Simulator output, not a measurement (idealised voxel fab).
process module | voxel transistor to metal
cross-section cut | 270 nm wide | cells 5 nm
A cross-section is a grid of square cells, given in bands from the top down. A band is one or more rows of cells.
Each band's line starts with the height of the band's top and of its bottom, in nm. Then come its materials from left to right, each with its width in nm. One material with "throughout" fills the band from edge to edge. "air" is empty space.
Height 0 is the level under which the wafer as received is all one material. The lowest band goes on downwards, as in "0 down".
A width such as "30 to 40" changes by the same amount from each row of cells to the next, from the band's top row to its bottom row.
"no change" after a step means that no cell of the cross-section changed.
closed voids: empty space of 8 cells or more with no open way to the top, each as width x height at its distance from the left edge, in nm
after a step's settings: what the simulator itself notes on the step
overlay nm, on a step with a mask: how far to the right of its planned place the mask lay; to the left if negative
plan
1 op RECEIVE | material Si
2 op CONFORMAL_DEP | material SiO2 | thk nm 5
3 op CONFORMAL_DEP | material SiN | thk nm 15
4 op PATTERN | tone cover | mask id ACTIVE | material resist | width nm 100 | pitch nm 130 | thk nm 20 | overlay nm 0
5 op DIRECTIONAL_ETCH | etch materials SiN | depth nm 15
6 op DIRECTIONAL_ETCH | etch materials SiO2 | depth nm 5
7 op DIRECTIONAL_ETCH | etch materials Si | depth nm 30
8 op STRIP | etch materials resist
9 op OXIDIZE | depth nm 5
10 op FILL_DEP | material SiO2 | thk nm 5
11 op CMP | height nm 20
12 op SELECTIVE_ETCH | etch materials SiO2 | depth nm 15
13 op STRIP | etch materials SiN
14 op SELECTIVE_ETCH | etch materials SiO2 | depth nm 5
15 op OXIDIZE | depth nm 5
16 op DIRECTIONAL_DEP | material polySi | thk nm 25
17 op DIRECTIONAL_DEP | material SiCN | thk nm 10
18 op MASKED_ETCH | tone cover | mask id GATE | width nm 20 | pitch nm 130 | etch materials SiCN | depth nm 20 | overlay nm 0
19 op MASKED_ETCH | tone cover | mask id GATE | width nm 20 | pitch nm 130 | etch materials polySi | depth nm 35 | overlay nm 0
20 op CONFORMAL_DEP | material SiO2 | thk nm 5
21 op DIRECTIONAL_ETCH | etch materials SiO2 | depth nm 5
22 op CONFORMAL_DEP | material SiN | thk nm 5
23 op DIRECTIONAL_ETCH | etch materials SiN | depth nm 5
24 op DIRECTIONAL_ETCH | etch materials SiO2 | depth nm 5
25 op DIRECTIONAL_ETCH | etch materials Si | depth nm 15
26 op EPI | material pSi | thk nm 20
27 op FILL_DEP | material SiO2 | thk nm 5
28 op CMP | height nm 35
29 op DIRECTIONAL_DEP | material SiO2 | thk nm 15
30 op MASKED_ETCH | tone open | mask id CONTACT | width nm 15 | etch materials SiO2 | depth nm 50 | overlay nm 0
31 op CONFORMAL_DEP | material TiN | thk nm 5
32 op FILL_DEP | material Ru | thk nm 10
33 op CMP | height nm 50
34 op CONFORMAL_DEP | material SiN | thk nm 5
35 op DIRECTIONAL_DEP | material lowk | thk nm 15
36 op PATTERN | tone open | mask id METAL_1 | material resist | width nm 15 | thk nm 20 | overlay nm 0
37 op DIRECTIONAL_ETCH | etch materials lowk | depth nm 15
38 op DIRECTIONAL_ETCH | etch materials SiN | depth nm 5
39 op STRIP | etch materials resist
40 op CONFORMAL_DEP | material TiN | thk nm 5
41 op FILL_DEP | material W | thk nm 5
42 op CMP | height nm 70
43 op EPI | material Ru | thk nm 5
44 op FILL_DEP | material SiCN | thk nm 5
as received, after step 1
  0 down: Si throughout
  closed voids: none
first wafer at the end, as planned
  80 to 75: SiCN throughout
  75 to 70: SiCN 20 | Ru 25 | SiCN 50 | Ru 25 | SiCN 30 | Ru 25 | SiCN 50 | Ru 25 | SiCN 20
  70 to 55: lowk 25 | TiN 5 | W 5 | TiN 5 | lowk 60 | TiN 5 | W 5 | TiN 5 | lowk 40 | TiN 5 | W 5 | TiN 5 | lowk 60 | TiN 5 | W 5 | TiN 5 | lowk 25
  55 to 50: SiN 25 | TiN 15 | SiN 60 | TiN 15 | SiN 40 | TiN 15 | SiN 60 | TiN 15 | SiN 25
  50 to 35: SiO2 25 | TiN 5 | Ru 5 | TiN 5 | SiO2 60 | TiN 5 | Ru 5 | TiN 5 | SiO2 40 | TiN 5 | Ru 5 | TiN 5 | SiO2 60 | TiN 5 | Ru 5 | TiN 5 | SiO2 25
  35 to 25: SiO2 25 | TiN 5 | Ru 5 | TiN 5 | SiO2 10 | SiN 5 | SiO2 5 | SiCN 20 | SiO2 5 | SiN 5 | SiO2 10 | TiN 5 | Ru 5 | TiN 5 | SiO2 40 | TiN 5 | Ru 5 | TiN 5 | SiO2 10 | SiN 5 | SiO2 5 | SiCN 20 | SiO2 5 | SiN 5 | SiO2 10 | TiN 5 | Ru 5 | TiN 5 | SiO2 25
  25 to 20: SiO2 25 | TiN 5 | Ru 5 | TiN 5 | SiO2 10 | SiN 5 | SiO2 5 | polySi 20 | SiO2 5 | SiN 5 | SiO2 10 | TiN 5 | Ru 5 | TiN 5 | SiO2 40 | TiN 5 | Ru 5 | TiN 5 | SiO2 10 | SiN 5 | SiO2 5 | polySi 20 | SiO2 5 | SiN 5 | SiO2 10 | TiN 5 | Ru 5 | TiN 5 | SiO2 25
  20 to 15: SiO2 25 | TiN 15 | SiO2 10 | SiN 5 | SiO2 5 | polySi 20 | SiO2 5 | SiN 5 | SiO2 10 | TiN 15 | SiO2 40 | TiN 15 | SiO2 10 | SiN 5 | SiO2 5 | polySi 20 | SiO2 5 | SiN 5 | SiO2 10 | TiN 15 | SiO2 25
  15 to 0: SiO2 25 | TiN 5 | pSi 20 | SiN 5 | SiO2 5 | polySi 20 | SiO2 5 | SiN 5 | pSi 20 | TiN 5 | SiO2 40 | TiN 5 | pSi 20 | SiN 5 | SiO2 5 | polySi 20 | SiO2 5 | SiN 5 | pSi 20 | TiN 5 | SiO2 25
  0 to -5: SiO2 20 | pSi 30 | SiO2 40 | pSi 30 | SiO2 30 | pSi 30 | SiO2 40 | pSi 30 | SiO2 20
  -5 to -20: SiO2 25 | pSi 25 | Si 40 | pSi 25 | SiO2 40 | pSi 25 | Si 40 | pSi 25 | SiO2 25
  -20 to -35: SiO2 25 | Si 90 | SiO2 40 | Si 90 | SiO2 25
  -35 down: Si throughout
  closed voids: none
second wafer at the end: like start, like plan, one mistake
  80 to 75: SiCN throughout
  75 to 70: SiCN 20 | Ru 25 | SiCN 50 | Ru 25 | SiCN 30 | Ru 25 | SiCN 50 | Ru 25 | SiCN 20
  70 to 55: lowk 25 | TiN 5 | W 5 | TiN 5 | lowk 60 | TiN 5 | W 5 | TiN 5 | lowk 40 | TiN 5 | W 5 | TiN 5 | lowk 60 | TiN 5 | W 5 | TiN 5 | lowk 25
  55 to 50: SiN 25 | TiN 15 | SiN 60 | TiN 15 | SiN 40 | TiN 15 | SiN 60 | TiN 15 | SiN 25
  50 to 35: SiO2 25 | TiN 5 | Ru 5 | TiN 5 | SiO2 60 | TiN 5 | Ru 5 | TiN 5 | SiO2 40 | TiN 5 | Ru 5 | TiN 5 | SiO2 60 | TiN 5 | Ru 5 | TiN 5 | SiO2 25
  35 to 25: SiO2 25 | TiN 5 | Ru 5 | TiN 5 | SiO2 10 | SiN 5 | SiO2 5 | SiCN 20 | SiO2 5 | SiN 5 | SiO2 10 | TiN 5 | Ru 5 | TiN 5 | SiO2 40 | TiN 5 | Ru 5 | TiN 5 | SiO2 10 | SiN 5 | SiO2 5 | SiCN 20 | SiO2 5 | SiN 5 | SiO2 10 | TiN 5 | Ru 5 | TiN 5 | SiO2 25
  25 to 20: SiO2 25 | TiN 5 | Ru 5 | TiN 5 | SiO2 10 | SiN 5 | SiO2 5 | polySi 20 | SiO2 5 | SiN 5 | SiO2 10 | TiN 5 | Ru 5 | TiN 5 | SiO2 40 | TiN 5 | Ru 5 | TiN 5 | SiO2 10 | SiN 5 | SiO2 5 | polySi 20 | SiO2 5 | SiN 5 | SiO2 10 | TiN 5 | Ru 5 | TiN 5 | SiO2 25
  20 to 15: SiO2 25 | TiN 15 | SiO2 10 | SiN 5 | SiO2 5 | polySi 20 | SiO2 5 | SiN 5 | SiO2 10 | TiN 15 | SiO2 40 | TiN 15 | SiO2 10 | SiN 5 | SiO2 5 | polySi 20 | SiO2 5 | SiN 5 | SiO2 10 | TiN 15 | SiO2 25
  15 to 0: SiO2 25 | TiN 5 | pSi 20 | SiN 5 | SiO2 5 | polySi 20 | SiO2 5 | SiN 5 | pSi 20 | TiN 5 | SiO2 40 | TiN 5 | pSi 20 | SiN 5 | SiO2 5 | polySi 20 | SiO2 5 | SiN 5 | pSi 20 | TiN 5 | SiO2 25
  0 to -5: SiO2 15 | pSi 35 | SiO2 40 | pSi 25 | SiO2 30 | pSi 35 | SiO2 40 | pSi 25 | SiO2 25
  -5 to -20: SiO2 20 | pSi 30 | Si 40 | pSi 20 | SiO2 40 | pSi 30 | Si 40 | pSi 20 | SiO2 30
  -20 to -35: SiO2 20 | Si 90 | SiO2 40 | Si 90 | SiO2 30
  -35 down: Si throughout
  closed voids: none
what went wrong: step 4 ran as: op PATTERN | tone cover | mask id ACTIVE | material resist | width nm 100 | pitch nm 130 | thk nm 20 | overlay nm -5
at the end the second wafer has, in cells: as many of each material as the first, in other places
